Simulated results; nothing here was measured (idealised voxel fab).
Herein follows the process module entitled voxel wiring stack.
Each square cell in cross-section cut measures 5 nm, and the section as a whole is 235 nm wide.
A cross-section is written here as square cells arranged in a grid, and it is given in bands from the top down, each band taking up one or more rows of cells. Basically the band line says how high the top is and how high the bottom is, in nm, and then what's in it from left to right, every material with its width in nm. Empty space shows up as "air", and if a single material carries "everywhere" it runs the full band edge to edge. Convention: height 0 is the level below which the wafer, as received, is all one material. The lowest band does not terminate at the bottom but continues downward, represented as "top 0, no bottom". The expression "30->40" gives the width at the extremes of the band, the first number at its top row of cells and the second at its bottom row, with the width changing by equal amounts from each row to the next in between. Reading "left unchanged" for a step: not a cell of the cross-section changed in it. The entry titled "Entrapped void list" provides the empty spaces that have no open way to the top, restricted to those of 8 cells or more. Each is presented as width x height at distance, the distance being measured from the left edge, with all three in nm. Heads up: the bit after the settings on a step's line is the simulator's remark on that step. "overlay nm" answers the question of how far to the right of plan the mask lay on a step that has a mask, and when it is negative the answer is to the left.
List of planned process steps:
1. RECEIVE with material Si
2. CONFORMAL_DEP with material SiO2, thk nm 10
3. DIRECTIONAL_DEP with material TiN, thk nm 5
4. DIRECTIONAL_DEP with material W, thk nm 20
5. PATTERN with tone cover, mask id METAL_1, material resist, width nm 30, pitch nm 45, thk nm 20, overlay nm 0
6. DIRECTIONAL_ETCH with etch materials W, depth nm 20
7. DIRECTIONAL_ETCH with etch materials TiN, depth nm 5
8. STRIP with etch materials resist
9. FILL_DEP with material lowk, thk nm 5
10. CMP with height nm 35
11. CONFORMAL_DEP with material SiCN, thk nm 5
12. DIRECTIONAL_DEP with material SiO2, thk nm 20
13. DIRECTIONAL_DEP with material aC, thk nm 15
14. PATTERN with tone open, mask id PLUG_1, material resist, width nm 15, pitch nm 45, thk nm 35, overlay nm 0
15. DIRECTIONAL_ETCH with etch materials aC, depth nm 15
16. STRIP with etch materials resist
17. DIRECTIONAL_ETCH with etch materials SiO2, depth nm 20
18. DIRECTIONAL_ETCH with etch materials SiCN, depth nm 5
19. STRIP with etch materials aC
20. CONFORMAL_DEP with material TiN, thk nm 5
21. FILL_DEP with material W, thk nm 10
22. CMP with height nm 60
23. CONFORMAL_DEP with material SiCN, thk nm 5
24. DIRECTIONAL_DEP with material lowk, thk nm 20
25. PATTERN with tone open, mask id METAL_2, material resist, width nm 30, pitch nm 45, thk nm 15, overlay nm 0
26. DIRECTIONAL_ETCH with etch materials lowk, depth nm 20
27. DIRECTIONAL_ETCH with etch materials SiCN, depth nm 5
28. STRIP with etch materials resist
29. CONFORMAL_DEP with material TiN, thk nm 5
30. FILL_DEP with material Cu, thk nm 5
31. CMP with height nm 85
32. CONFORMAL_DEP with material SiCN, thk nm 5
33. DIRECTIONAL_DEP with material SiO2, thk nm 30
34. PATTERN with tone open, mask id METAL_3, material resist, width nm 30, pitch nm 45, thk nm 15, overlay nm 0
35. DIRECTIONAL_ETCH with etch materials SiO2, depth nm 20
36. STRIP with etch materials resist
37. PATTERN with tone open, mask id METAL_3_HOLES, material resist, width nm 15, pitch nm 90, thk nm 20, overlay nm 0
38. DIRECTIONAL_ETCH with etch materials SiO2, depth nm 10
39. DIRECTIONAL_ETCH with etch materials SiCN, depth nm 5
40. STRIP with etch materials resist
41. CONFORMAL_DEP with material TiN, thk nm 5
42. FILL_DEP with material Cu, thk nm 5
43. CMP with height nm 120
44. CONFORMAL_DEP with material SiCN, thk nm 5
45. DIRECTIONAL_DEP with material lowk, thk nm 30
46. PATTERN with tone open, mask id METAL_4, material resist, width nm 30, pitch nm 45, thk nm 20, overlay nm 0
47. DIRECTIONAL_ETCH with etch materials lowk, depth nm 15
48. STRIP with etch materials resist
49. MASKED_ETCH with tone open, mask id METAL_4_HOLES, width nm 15, pitch nm 45, etch materials lowk, depth nm 15, overlay nm 0
50. MASKED_ETCH with tone open, mask id METAL_4_HOLES, width nm 15, pitch nm 45, etch materials SiCN, depth nm 5, overlay nm 0
51. CONFORMAL_DEP with material TiN, thk nm 5
52. FILL_DEP with material Cu, thk nm 10
53. CMP with height nm 155
54. CONFORMAL_DEP with material SiN, thk nm 5
Cross-section, incoming material, after step 1:
    top 0, no bottom: Si everywhere
    Entrapped void list: none
What the wafer looks like in cross-section after this module, when it starts as shown above and follows the plan above but one mistake is made in running it:
    top 160, bottom 155: SiN everywhere
    top 155, bottom 145: lowk (55) | TiN (5) | Cu (20) | TiN (5) | lowk (15) | TiN (5) | Cu (20) | TiN (5) | lowk (15) | TiN (5) | Cu (20) | TiN (5) | lowk (60)
    top 145, bottom 140: lowk (55) | TiN (15) | Cu (5) | TiN (10) | lowk (15) | TiN (15) | Cu (5) | TiN (10) | lowk (15) | TiN (15) | Cu (5) | TiN (10) | lowk (60)
    top 140, bottom 130: lowk (65) | TiN (5) | Cu (5) | TiN (5) | lowk (30) | TiN (5) | Cu (5) | TiN (5) | lowk (30) | TiN (5) | Cu (5) | TiN (5) | lowk (65)
    top 130, bottom 125: lowk (65) | TiN (15) | lowk (30) | TiN (15) | lowk (30) | TiN (15) | lowk (65)
    top 125, bottom 120: SiCN (65) | TiN (5) | SiCN (40) | TiN (5) | SiCN (40) | TiN (5) | SiCN (75)
    top 120, bottom 105: SiO2 (55) | TiN (5) | Cu (20) | TiN (5) | SiO2 (15) | TiN (5) | Cu (20) | TiN (5) | SiO2 (15) | TiN (5) | Cu (20) | TiN (5) | SiO2 (60)
    top 105, bottom 100: SiO2 (55) | TiN (5) | Cu (5) | TiN (20) | SiO2 (15) | TiN (30) | SiO2 (15) | TiN (5) | Cu (5) | TiN (20) | SiO2 (60)
    top 100, bottom 90: SiO2 (55) | TiN (5) | Cu (5) | TiN (5) | SiO2 (75) | TiN (5) | Cu (5) | TiN (5) | SiO2 (75)
    top 90, bottom 85: SiCN (55) | TiN (15) | SiCN (75) | TiN (15) | SiCN (75)
    top 85, bottom 65: lowk (55) | TiN (5) | Cu (20) | TiN (5) | lowk (15) | TiN (5) | Cu (20) | TiN (5) | lowk (15) | TiN (5) | Cu (20) | TiN (5) | lowk (60)
    top 65, bottom 60: SiCN (55) | TiN (30) | SiCN (15) | TiN (30) | SiCN (15) | TiN (30) | SiCN (60)
    top 60, bottom 40: SiO2 (55) | TiN (5) | W (5) | TiN (5) | SiO2 (30) | TiN (5) | W (5) | TiN (5) | SiO2 (30) | TiN (5) | W (5) | TiN (5) | SiO2 (75)
    top 40, bottom 35: SiCN (55) | TiN (15) | SiCN (30) | TiN (15) | SiCN (30) | TiN (15) | SiCN (75)
    top 35, bottom 15: lowk (55) | W (30) | lowk (15) | W (30) | lowk (15) | W (30) | lowk (60)
    top 15, bottom 10: lowk (55) | TiN (30) | lowk (15) | TiN (30) | lowk (15) | TiN (30) | lowk (60)
    top 10, bottom 0: SiO2 everywhere
    top 0, no bottom: Si everywhere
    Entrapped void list: none
Where did the run depart from the plan? for step 49, the planned setting was not used; the step was instead run as MASKED_ETCH with tone open, mask id METAL_4_HOLES, width nm 15, pitch nm 45, etch materials lowk, depth nm 15, overlay nm 10
